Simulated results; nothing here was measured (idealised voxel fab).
You're looking at the process module voxel wiring stack.
Section cut is 215 nm wide and gridded with 5 nm square cells.
The cross-sections in this document take the form of a grid made of square cells. They are written out as bands, in order from top to bottom. Each band consists of one or more rows of cells.
Band entry format. Leading values: height of top, height of bottom, nm. Remainder: materials in left-to-right order, each with its width in nm. Special words: "edge to edge" on a single material, which then fills the band edge to edge; "empty", empty space.
Height datum 0, below which the as-received substrate wafer is one material. Lowest band open at the bottom, running downward: "top 0, no bottom".
Width "30 to 40": first value at the band's top row of cells, second value at its bottom row, equal change from row to row.
Key: "no change" - step with no changed cell in the cross-section.
The entry titled "Trapped voids" provides the empty spaces that have no open way to the top, restricted to those of 8 cells or more. Each is presented as width x height at distance, the distance being measured from the left edge, with all three in nm.
Whatever follows a step's settings on its line is a remark the simulator itself makes about that step.
overlay nm, on a step with a mask: how far to the right of its planned place the mask lay; to the left if negative
Process steps - plan:
step 1: RECEIVE, material Si
step 2: CONFORMAL_DEP, material SiO2, thk nm 10
step 3: CONFORMAL_DEP, material SiCN, thk nm 5
step 4: DIRECTIONAL_DEP, material SiO2, thk nm 15
step 5: MASKED_ETCH, tone open, mask id METAL_1, width nm 25, pitch nm 50, etch materials SiO2, depth nm 15, overlay nm 0
step 6: MASKED_ETCH, tone open, mask id METAL_1, width nm 25, pitch nm 50, etch materials SiCN, depth nm 5, overlay nm 0
step 7: CONFORMAL_DEP, material TiN, thk nm 5
step 8: FILL_DEP, material W, thk nm 5
step 9: CMP, height nm 30
step 10: CONFORMAL_DEP, material SiCN, thk nm 5
step 11: DIRECTIONAL_DEP, material lowk, thk nm 20
step 12: PATTERN, tone open, mask id PLUG_1, material resist, width nm 15, pitch nm 100, thk nm 15, overlay nm 0
step 13: DIRECTIONAL_ETCH, etch materials lowk, depth nm 20
step 14: DIRECTIONAL_ETCH, etch materials SiCN, depth nm 5
step 15: STRIP, etch materials resist
step 16: EPI, material Ru, thk nm 10
step 17: EPI, material Ru, thk nm 10
step 18: EPI, material Ru, thk nm 5
step 19: DIRECTIONAL_DEP, material TiN, thk nm 5
step 20: DIRECTIONAL_DEP, material Ru, thk nm 20
step 21: PATTERN, tone cover, mask id METAL_2, material resist, width nm 25, pitch nm 50, thk nm 20, overlay nm 0
step 22: DIRECTIONAL_ETCH, etch materials Ru, depth nm 20
step 23: DIRECTIONAL_ETCH, etch materials TiN, depth nm 5
step 24: STRIP, etch materials resist
step 25: FILL_DEP, material SiO2, thk nm 10
step 26: CMP, height nm 80
step 27: CONFORMAL_DEP, material SiCN, thk nm 5
step 28: DIRECTIONAL_DEP, material lowk, thk nm 15
step 29: PATTERN, tone open, mask id PLUG_2, material resist, width nm 15, pitch nm 100, thk nm 20, overlay nm 0
step 30: DIRECTIONAL_ETCH, etch materials lowk, depth nm 15
step 31: DIRECTIONAL_ETCH, etch materials SiCN, depth nm 5
step 32: STRIP, etch materials resist
step 33: CONFORMAL_DEP, material TiN, thk nm 5
step 34: FILL_DEP, material Cu, thk nm 5
step 35: CMP, height nm 100
step 36: DIRECTIONAL_DEP, material TiN, thk nm 5
step 37: DIRECTIONAL_DEP, material Ru, thk nm 15
step 38: MASKED_ETCH, tone cover, mask id METAL_3, width nm 25, pitch nm 50, etch materials Ru, depth nm 15, overlay nm 0
step 39: MASKED_ETCH, tone cover, mask id METAL_3, width nm 25, pitch nm 50, etch materials TiN, depth nm 5, overlay nm 0
step 40: FILL_DEP, material SiO2, thk nm 10
step 41: CMP, height nm 120
step 42: CONFORMAL_DEP, material SiN, thk nm 5
First of two wafers: run as planned:
Cross-section, incoming material, after step 1:
> top 0, no bottom: Si edge to edge
> Trapped voids: none
The wafer, seen in cross-section, after step 2:
> top 10, bottom 0: SiO2 edge to edge
> Under 0: no change, same as before.
The wafer, seen in cross-section, after step 3:
> top 15, bottom 10: SiCN edge to edge
> Under 10: no change, same as before.
The wafer, seen in cross-section, after step 4:
> top 30, bottom 15: SiO2 edge to edge
> Under 15: no change, same as before.
The wafer, seen in cross-section, after step 5:
> top 30, bottom 15: 45 nm SiO2; 25 nm empty; 25 nm SiO2; 25 nm empty; 25 nm SiO2; 25 nm empty; 45 nm SiO2
> Under 15: no change, same as before.
The wafer, seen in cross-section, after step 6:
> top 30, bottom 15: 45 nm SiO2; 25 nm empty; 25 nm SiO2; 25 nm empty; 25 nm SiO2; 25 nm empty; 45 nm SiO2
> top 15, bottom 10: 45 nm SiCN; 25 nm empty; 25 nm SiCN; 25 nm empty; 25 nm SiCN; 25 nm empty; 45 nm SiCN
> Under 10: no change, same as before.
The wafer, seen in cross-section, after step 7:
> top 35, bottom 30: 50 nm TiN; 15 nm empty; 35 nm TiN; 15 nm empty; 35 nm TiN; 15 nm empty; 50 nm TiN
> top 30, bottom 15: 45 nm SiO2; 5 nm TiN; 15 nm empty; 5 nm TiN; 25 nm SiO2; 5 nm TiN; 15 nm empty; 5 nm TiN; 25 nm SiO2; 5 nm TiN; 15 nm empty; 5 nm TiN; 45 nm SiO2
> top 15, bottom 10: 45 nm SiCN; 25 nm TiN; 25 nm SiCN; 25 nm TiN; 25 nm SiCN; 25 nm TiN; 45 nm SiCN
> Under 10: no change, same as before.
The wafer, seen in cross-section, after step 8:
> top 40, bottom 35: W edge to edge
> top 35, bottom 30: 50 nm TiN; 15 nm W; 35 nm TiN; 15 nm W; 35 nm TiN; 15 nm W; 50 nm TiN
> top 30, bottom 15: 45 nm SiO2; 5 nm TiN; 15 nm W; 5 nm TiN; 25 nm SiO2; 5 nm TiN; 15 nm W; 5 nm TiN; 25 nm SiO2; 5 nm TiN; 15 nm W; 5 nm TiN; 45 nm SiO2
> Under 15: no change, same as before.
The wafer, seen in cross-section, after step 9:
> top 30, bottom 15: 45 nm SiO2; 5 nm TiN; 15 nm W; 5 nm TiN; 25 nm SiO2; 5 nm TiN; 15 nm W; 5 nm TiN; 25 nm SiO2; 5 nm TiN; 15 nm W; 5 nm TiN; 45 nm SiO2
> Under 15: no change, same as before.
The wafer, seen in cross-section, after step 10:
> top 35, bottom 30: SiCN edge to edge
> Under 30: no change, same as before.
The wafer, seen in cross-section, after step 11:
> top 55, bottom 35: lowk edge to edge
> Under 35: no change, same as before.
The wafer, seen in cross-section, after step 12:
> top 70, bottom 55: 45 nm resist; 15 nm empty; 85 nm resist; 15 nm empty; 55 nm resist
> Under 55: no change, same as before.
The wafer, seen in cross-section, after step 13:
> top 70, bottom 55: 45 nm resist; 15 nm empty; 85 nm resist; 15 nm empty; 55 nm resist
> top 55, bottom 35: 45 nm lowk; 15 nm empty; 85 nm lowk; 15 nm empty; 55 nm lowk
> Under 35: no change, same as before.
The wafer, seen in cross-section, after step 14:
> top 70, bottom 55: 45 nm resist; 15 nm empty; 85 nm resist; 15 nm empty; 55 nm resist
> top 55, bottom 35: 45 nm lowk; 15 nm empty; 85 nm lowk; 15 nm empty; 55 nm lowk
> top 35, bottom 30: 45 nm SiCN; 15 nm empty; 85 nm SiCN; 15 nm empty; 55 nm SiCN
> Under 30: no change, same as before.
The wafer, seen in cross-section, after step 15:
> top 55, bottom 35: 45 nm lowk; 15 nm empty; 85 nm lowk; 15 nm empty; 55 nm lowk
> Under 35: no change, same as before.
The wafer, seen in cross-section, after step 16:
> top 55, bottom 40: 45 nm lowk; 15 nm empty; 85 nm lowk; 15 nm empty; 55 nm lowk
> top 40, bottom 35: 45 nm lowk; 15 nm Ru; 85 nm lowk; 15 nm Ru; 55 nm lowk
> top 35, bottom 30: 45 nm SiCN; 15 nm Ru; 85 nm SiCN; 15 nm Ru; 55 nm SiCN
> Under 30: no change, same as before.
The wafer, seen in cross-section, after step 17:
> top 55, bottom 50: 45 nm lowk; 15 nm empty; 85 nm lowk; 15 nm empty; 55 nm lowk
> top 50, bottom 35: 45 nm lowk; 15 nm Ru; 85 nm lowk; 15 nm Ru; 55 nm lowk
> Under 35: no change, same as before.
The wafer, seen in cross-section, after step 18:
> top 55, bottom 35: 45 nm lowk; 15 nm Ru; 85 nm lowk; 15 nm Ru; 55 nm lowk
> Under 35: no change, same as before.
The wafer, seen in cross-section, after step 19:
> top 60, bottom 55: TiN edge to edge
> Under 55: no change, same as before.
The wafer, seen in cross-section, after step 20:
> top 80, bottom 60: Ru edge to edge
> Under 60: no change, same as before.
The wafer, seen in cross-section, after step 21:
> top 100, bottom 80: 45 nm empty; 25 nm resist; 25 nm empty; 25 nm resist; 25 nm empty; 25 nm resist; 45 nm empty
> Under 80: no change, same as before.
The wafer, seen in cross-section, after step 22:
> top 100, bottom 80: 45 nm empty; 25 nm resist; 25 nm empty; 25 nm resist; 25 nm empty; 25 nm resist; 45 nm empty
> top 80, bottom 60: 45 nm empty; 25 nm Ru; 25 nm empty; 25 nm Ru; 25 nm empty; 25 nm Ru; 45 nm empty
> Under 60: no change, same as before.
The wafer, seen in cross-section, after step 23:
> top 100, bottom 80: 45 nm empty; 25 nm resist; 25 nm empty; 25 nm resist; 25 nm empty; 25 nm resist; 45 nm empty
> top 80, bottom 60: 45 nm empty; 25 nm Ru; 25 nm empty; 25 nm Ru; 25 nm empty; 25 nm Ru; 45 nm empty
> top 60, bottom 55: 45 nm empty; 25 nm TiN; 25 nm empty; 25 nm TiN; 25 nm empty; 25 nm TiN; 45 nm empty
> Under 55: no change, same as before.
The wafer, seen in cross-section, after step 24:
> top 80, bottom 60: 45 nm empty; 25 nm Ru; 25 nm empty; 25 nm Ru; 25 nm empty; 25 nm Ru; 45 nm empty
> Under 60: no change, same as before.
The wafer, seen in cross-section, after step 25:
> top 90, bottom 80: SiO2 edge to edge
> top 80, bottom 60: 45 nm SiO2; 25 nm Ru; 25 nm SiO2; 25 nm Ru; 25 nm SiO2; 25 nm Ru; 45 nm SiO2
> top 60, bottom 55: 45 nm SiO2; 25 nm TiN; 25 nm SiO2; 25 nm TiN; 25 nm SiO2; 25 nm TiN; 45 nm SiO2
> Under 55: no change, same as before.
The wafer, seen in cross-section, after step 26:
> top 80, bottom 60: 45 nm SiO2; 25 nm Ru; 25 nm SiO2; 25 nm Ru; 25 nm SiO2; 25 nm Ru; 45 nm SiO2
> Under 60: no change, same as before.
The wafer, seen in cross-section, after step 27:
> top 85, bottom 80: SiCN edge to edge
> Under 80: no change, same as before.
The wafer, seen in cross-section, after step 28:
> top 100, bottom 85: lowk edge to edge
> Under 85: no change, same as before.
The wafer, seen in cross-section, after step 29:
> top 120, bottom 100: 45 nm resist; 15 nm empty; 85 nm resist; 15 nm empty; 55 nm resist
> Under 100: no change, same as before.
The wafer, seen in cross-section, after step 30:
> top 120, bottom 100: 45 nm resist; 15 nm empty; 85 nm resist; 15 nm empty; 55 nm resist
> top 100, bottom 85: 45 nm lowk; 15 nm empty; 85 nm lowk; 15 nm empty; 55 nm lowk
> Under 85: no change, same as before.
The wafer, seen in cross-section, after step 31:
> top 120, bottom 100: 45 nm resist; 15 nm empty; 85 nm resist; 15 nm empty; 55 nm resist
> top 100, bottom 85: 45 nm lowk; 15 nm empty; 85 nm lowk; 15 nm empty; 55 nm lowk
> top 85, bottom 80: 45 nm SiCN; 15 nm empty; 85 nm SiCN; 15 nm empty; 55 nm SiCN
> Under 80: no change, same as before.
The wafer, seen in cross-section, after step 32:
> top 100, bottom 85: 45 nm lowk; 15 nm empty; 85 nm lowk; 15 nm empty; 55 nm lowk
> Under 85: no change, same as before.
The wafer, seen in cross-section, after step 33:
> top 105, bottom 100: 50 nm TiN; 5 nm empty; 95 nm TiN; 5 nm empty; 60 nm TiN
> top 100, bottom 85: 45 nm lowk; 5 nm TiN; 5 nm empty; 5 nm TiN; 85 nm lowk; 5 nm TiN; 5 nm empty; 5 nm TiN; 55 nm lowk
> top 85, bottom 80: 45 nm SiCN; 15 nm TiN; 85 nm SiCN; 15 nm TiN; 55 nm SiCN
> Under 80: no change, same as before.
The wafer, seen in cross-section, after step 34:
> top 110, bottom 105: Cu edge to edge
> top 105, bottom 100: 50 nm TiN; 5 nm Cu; 95 nm TiN; 5 nm Cu; 60 nm TiN
> top 100, bottom 85: 45 nm lowk; 5 nm TiN; 5 nm Cu; 5 nm TiN; 85 nm lowk; 5 nm TiN; 5 nm Cu; 5 nm TiN; 55 nm lowk
> Under 85: no change, same as before.
The wafer, seen in cross-section, after step 35:
> top 100, bottom 85: 45 nm lowk; 5 nm TiN; 5 nm Cu; 5 nm TiN; 85 nm lowk; 5 nm TiN; 5 nm Cu; 5 nm TiN; 55 nm lowk
> Under 85: no change, same as before.
The wafer, seen in cross-section, after step 36:
> top 105, bottom 100: TiN edge to edge
> Under 100: no change, same as before.
The wafer, seen in cross-section, after step 37:
> top 120, bottom 105: Ru edge to edge
> Under 105: no change, same as before.
The wafer, seen in cross-section, after step 38:
> top 120, bottom 105: 45 nm empty; 25 nm Ru; 25 nm empty; 25 nm Ru; 25 nm empty; 25 nm Ru; 45 nm empty
> Under 105: no change, same as before.
The wafer, seen in cross-section, after step 39:
> top 120, bottom 105: 45 nm empty; 25 nm Ru; 25 nm empty; 25 nm Ru; 25 nm empty; 25 nm Ru; 45 nm empty
> top 105, bottom 100: 45 nm empty; 25 nm TiN; 25 nm empty; 25 nm TiN; 25 nm empty; 25 nm TiN; 45 nm empty
> Under 100: no change, same as before.
The wafer, seen in cross-section, after step 40:
> top 130, bottom 120: SiO2 edge to edge
> top 120, bottom 105: 45 nm SiO2; 25 nm Ru; 25 nm SiO2; 25 nm Ru; 25 nm SiO2; 25 nm Ru; 45 nm SiO2
> top 105, bottom 100: 45 nm SiO2; 25 nm TiN; 25 nm SiO2; 25 nm TiN; 25 nm SiO2; 25 nm TiN; 45 nm SiO2
> Under 100: no change, same as before.
The wafer, seen in cross-section, after step 41:
> top 120, bottom 105: 45 nm SiO2; 25 nm Ru; 25 nm SiO2; 25 nm Ru; 25 nm SiO2; 25 nm Ru; 45 nm SiO2
> Under 105: no change, same as before.
The wafer, seen in cross-section, after step 42:
> top 125, bottom 120: SiN edge to edge
> Under 120: no change, same as before.
The remaining wafer, second of the two, started like the first and was run to the same plan, except that one mistake was made along the way; the two coincide through step 15, inclusive:
Cross-section of the second wafer at the time by which step 17 should have been completed according to the plan:
> top 55, bottom 40: 45 nm lowk; 15 nm empty; 85 nm lowk; 15 nm empty; 55 nm lowk
> top 40, bottom 35: 45 nm lowk; 15 nm Ru; 85 nm lowk; 15 nm Ru; 55 nm lowk
> top 35, bottom 30: 45 nm SiCN; 15 nm Ru; 85 nm SiCN; 15 nm Ru; 55 nm SiCN
> Under 30: no change, same as before.
Cross-section of the second wafer at the time by which step 18 should have been completed according to the plan:
> top 55, bottom 45: 45 nm lowk; 15 nm empty; 85 nm lowk; 15 nm empty; 55 nm lowk
> top 45, bottom 35: 45 nm lowk; 15 nm Ru; 85 nm lowk; 15 nm Ru; 55 nm lowk
> Under 35: no change, same as before.
Cross-section of the second wafer at the time by which step 19 should have been completed according to the plan:
> top 60, bottom 55: 45 nm TiN; 15 nm empty; 85 nm TiN; 15 nm empty; 55 nm TiN
> top 55, bottom 50: 45 nm lowk; 15 nm empty; 85 nm lowk; 15 nm empty; 55 nm lowk
> top 50, bottom 45: 45 nm lowk; 15 nm TiN; 85 nm lowk; 15 nm TiN; 55 nm lowk
> Under 45: no change, same as before.
Cross-section of the second wafer at the time by which step 20 should have been completed according to the plan:
> top 80, bottom 70: 45 nm Ru; 15 nm empty; 85 nm Ru; 15 nm empty; 55 nm Ru
> top 70, bottom 60: Ru edge to edge
> top 60, bottom 55: 45 nm TiN; 15 nm Ru; 85 nm TiN; 15 nm Ru; 55 nm TiN
> top 55, bottom 50: 45 nm lowk; 15 nm Ru; 85 nm lowk; 15 nm Ru; 55 nm lowk
> Under 50: no change, same as before.
Cross-section of the second wafer at the time by which step 21 should have been completed according to the plan:
> top 100, bottom 80: 45 nm empty; 25 nm resist; 25 nm empty; 25 nm resist; 25 nm empty; 25 nm resist; 45 nm empty
> top 80, bottom 70: 45 nm Ru; 15 nm resist; 85 nm Ru; 15 nm resist; 55 nm Ru
> Under 70: no change, same as before.
Cross-section of the second wafer at the time by which step 22 should have been completed according to the plan:
> top 100, bottom 80: 45 nm empty; 25 nm resist; 25 nm empty; 25 nm resist; 25 nm empty; 25 nm resist; 45 nm empty
> top 80, bottom 70: 45 nm empty; 15 nm resist; 10 nm Ru; 25 nm empty; 25 nm Ru; 25 nm empty; 15 nm resist; 10 nm Ru; 45 nm empty
> top 70, bottom 60: 45 nm empty; 25 nm Ru; 25 nm empty; 25 nm Ru; 25 nm empty; 25 nm Ru; 45 nm empty
> Under 60: no change, same as before.
Cross-section of the second wafer at the time by which step 23 should have been completed according to the plan:
> top 100, bottom 80: 45 nm empty; 25 nm resist; 25 nm empty; 25 nm resist; 25 nm empty; 25 nm resist; 45 nm empty
> top 80, bottom 70: 45 nm empty; 15 nm resist; 10 nm Ru; 25 nm empty; 25 nm Ru; 25 nm empty; 15 nm resist; 10 nm Ru; 45 nm empty
> top 70, bottom 60: 45 nm empty; 25 nm Ru; 25 nm empty; 25 nm Ru; 25 nm empty; 25 nm Ru; 45 nm empty
> top 60, bottom 55: 45 nm empty; 15 nm Ru; 10 nm TiN; 25 nm empty; 25 nm TiN; 25 nm empty; 15 nm Ru; 10 nm TiN; 45 nm empty
> Under 55: no change, same as before.
Cross-section of the second wafer at the time by which step 24 should have been completed according to the plan:
> top 80, bottom 70: 60 nm empty; 10 nm Ru; 25 nm empty; 25 nm Ru; 40 nm empty; 10 nm Ru; 45 nm empty
> Under 70: no change, same as before.
Cross-section of the second wafer at the time by which step 25 should have been completed according to the plan:
> top 90, bottom 80: SiO2 edge to edge
> top 80, bottom 70: 60 nm SiO2; 10 nm Ru; 25 nm SiO2; 25 nm Ru; 40 nm SiO2; 10 nm Ru; 45 nm SiO2
> top 70, bottom 60: 45 nm SiO2; 25 nm Ru; 25 nm SiO2; 25 nm Ru; 25 nm SiO2; 25 nm Ru; 45 nm SiO2
> top 60, bottom 55: 45 nm SiO2; 15 nm Ru; 10 nm TiN; 25 nm SiO2; 25 nm TiN; 25 nm SiO2; 15 nm Ru; 10 nm TiN; 45 nm SiO2
> Under 55: no change, same as before.
Cross-section of the second wafer at the time by which step 26 should have been completed according to the plan:
> top 80, bottom 70: 60 nm SiO2; 10 nm Ru; 25 nm SiO2; 25 nm Ru; 40 nm SiO2; 10 nm Ru; 45 nm SiO2
> Under 70: no change, same as before.
Cross-section of the second wafer at the time by which step 27 should have been completed according to the plan:
> top 85, bottom 80: SiCN edge to edge
> Under 80: no change, same as before.
Cross-section of the second wafer at the time by which step 28 should have been completed according to the plan:
> top 100, bottom 85: lowk edge to edge
> Under 85: no change, same as before.
Cross-section of the second wafer at the time by which step 29 should have been completed according to the plan:
> top 120, bottom 100: 45 nm resist; 15 nm empty; 85 nm resist; 15 nm empty; 55 nm resist
> Under 100: no change, same as before.
Cross-section of the second wafer at the time by which step 30 should have been completed according to the plan:
> top 120, bottom 100: 45 nm resist; 15 nm empty; 85 nm resist; 15 nm empty; 55 nm resist
> top 100, bottom 85: 45 nm lowk; 15 nm empty; 85 nm lowk; 15 nm empty; 55 nm lowk
> Under 85: no change, same as before.
Cross-section of the second wafer at the time by which step 31 should have been completed according to the plan:
> top 120, bottom 100: 45 nm resist; 15 nm empty; 85 nm resist; 15 nm empty; 55 nm resist
> top 100, bottom 85: 45 nm lowk; 15 nm empty; 85 nm lowk; 15 nm empty; 55 nm lowk
> top 85, bottom 80: 45 nm SiCN; 15 nm empty; 85 nm SiCN; 15 nm empty; 55 nm SiCN
> Under 80: no change, same as before.
Cross-section of the second wafer at the time by which step 32 should have been completed according to the plan:
> top 100, bottom 85: 45 nm lowk; 15 nm empty; 85 nm lowk; 15 nm empty; 55 nm lowk
> Under 85: no change, same as before.
Cross-section of the second wafer at the time by which step 33 should have been completed according to the plan:
> top 105, bottom 100: 50 nm TiN; 5 nm empty; 95 nm TiN; 5 nm empty; 60 nm TiN
> top 100, bottom 85: 45 nm lowk; 5 nm TiN; 5 nm empty; 5 nm TiN; 85 nm lowk; 5 nm TiN; 5 nm empty; 5 nm TiN; 55 nm lowk
> top 85, bottom 80: 45 nm SiCN; 15 nm TiN; 85 nm SiCN; 15 nm TiN; 55 nm SiCN
> Under 80: no change, same as before.
Cross-section of the second wafer at the time by which step 34 should have been completed according to the plan:
> top 110, bottom 105: Cu edge to edge
> top 105, bottom 100: 50 nm TiN; 5 nm Cu; 95 nm TiN; 5 nm Cu; 60 nm TiN
> top 100, bottom 85: 45 nm lowk; 5 nm TiN; 5 nm Cu; 5 nm TiN; 85 nm lowk; 5 nm TiN; 5 nm Cu; 5 nm TiN; 55 nm lowk
> Under 85: no change, same as before.
Cross-section of the second wafer at the time by which step 35 should have been completed according to the plan:
> top 100, bottom 85: 45 nm lowk; 5 nm TiN; 5 nm Cu; 5 nm TiN; 85 nm lowk; 5 nm TiN; 5 nm Cu; 5 nm TiN; 55 nm lowk
> Under 85: no change, same as before.
Cross-section of the second wafer at the time by which step 36 should have been completed according to the plan:
> top 105, bottom 100: TiN edge to edge
> Under 100: no change, same as before.
Cross-section of the second wafer at the time by which step 37 should have been completed according to the plan:
> top 120, bottom 105: Ru edge to edge
> Under 105: no change, same as before.
Cross-section of the second wafer at the time by which step 38 should have been completed according to the plan:
> top 120, bottom 105: 45 nm empty; 25 nm Ru; 25 nm empty; 25 nm Ru; 25 nm empty; 25 nm Ru; 45 nm empty
> Under 105: no change, same as before.
Cross-section of the second wafer at the time by which step 39 should have been completed according to the plan:
> top 120, bottom 105: 45 nm empty; 25 nm Ru; 25 nm empty; 25 nm Ru; 25 nm empty; 25 nm Ru; 45 nm empty
> top 105, bottom 100: 45 nm empty; 25 nm TiN; 25 nm empty; 25 nm TiN; 25 nm empty; 25 nm TiN; 45 nm empty
> Under 100: no change, same as before.
Cross-section of the second wafer at the time by which step 40 should have been completed according to the plan:
> top 130, bottom 120: SiO2 edge to edge
> top 120, bottom 105: 45 nm SiO2; 25 nm Ru; 25 nm SiO2; 25 nm Ru; 25 nm SiO2; 25 nm Ru; 45 nm SiO2
> top 105, bottom 100: 45 nm SiO2; 25 nm TiN; 25 nm SiO2; 25 nm TiN; 25 nm SiO2; 25 nm TiN; 45 nm SiO2
> Under 100: no change, same as before.
Cross-section of the second wafer at the time by which step 41 should have been completed according to the plan:
> top 120, bottom 105: 45 nm SiO2; 25 nm Ru; 25 nm SiO2; 25 nm Ru; 25 nm SiO2; 25 nm Ru; 45 nm SiO2
> Under 105: no change, same as before.
Cross-section of the second wafer at the time by which step 42 should have been completed according to the plan:
> top 125, bottom 120: SiN edge to edge
> Under 120: no change, same as before.
Error vs. plan: one step among 16 and 17 (all identical) missing; cannot tell which
Upon completion, the second wafer contains, in terms of cells, a greater or smaller amount of certain materials than the first wafer: -12 Ru | +12 SiO2
